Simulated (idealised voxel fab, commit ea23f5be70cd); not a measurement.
The following process module bears the name voxel fin reveal.
Cross-section cut: width 150 nm, square cells of 5 nm.
The cross-sections in this document take the form of a grid made of square cells. They are written out as bands, in order from top to bottom. Each band consists of one or more rows of cells.
Top height, bottom height, nm. Materials left to right, width each, nm. Single material + "edge to edge" = fills band edge to edge. "empty" = empty.
The level at which height equals 0 is the one under which the wafer, as it arrives, is entirely one material. No lower edge exists for the bottom band, which continues downward and is notated as in "0 nm and below".
A two-number width, for instance "30..40", indicates that the width is equal to the first number in the top row of the band and to the second number in the bottom row, and that it changes by a constant amount per row of cells.
For the purposes of this document, the phrase "nothing got changed" attached to a step denotes that no cell within the cross-section was modified by that step.
Closed empty spaces (no open way to the top) of 8 cells or more are what "Sealed void listing" lists, each as width x height at distance from the left edge, nm for all three.
On a step's line, text after the settings is the simulator commenting on that step.
"overlay nm" on a masked step: distance the mask lay right of its planned place, negative for left.
Steps in the process plan
1. RECEIVE with material Si
2. CONFORMAL_DEP with material SiN, thk nm 10
3. MASKED_ETCH with tone cover, mask id FINS, width nm 15, pitch nm 45, etch materials SiN, depth nm 10, overlay nm 0
4. MASKED_ETCH with tone cover, mask id FINS, width nm 15, pitch nm 45, etch materials Si, depth nm 30, overlay nm 0
5. OXIDIZE with depth nm 5
6. FILL_DEP with material SiO2, thk nm 5
7. CMP with height nm 10
8. SELECTIVE_ETCH with etch materials SiO2, depth nm 30
9. STRIP with etch materials SiN
Delivered wafer in cross-section: state after step 1
> 0 nm and below = Si edge to edge
> Sealed void listing: none
End-of-module cross-section of the first of two wafers, processed as planned
> 0 nm to -20 nm = empty=50  Si=5  empty=40  Si=5  empty=50
> -20 nm to -35 nm = SiO2=50  Si=5  SiO2=40  Si=5  SiO2=50
> -35 nm and below = Si edge to edge
> Sealed void listing: none
Cross-section, second wafer: same start as the first, same plan as the first, one mistake in running it; taken at the end of the module
> 0 nm to -5 nm = Si=40  empty=25  Si=20  empty=25  Si=40
> -5 nm and below = Si edge to edge
> Sealed void listing: none
Deviation from plan: step 3 ran differently from the plan; actual operation with settings: MASKED_ETCH with tone open, mask id FINS, width nm 15, pitch nm 45, etch materials SiN, depth nm 10, overlay nm 0
Wafer comparison, final, in cells, second relative to first, materials more or fewer: Si: 186 more, SiO2: 84 fewer
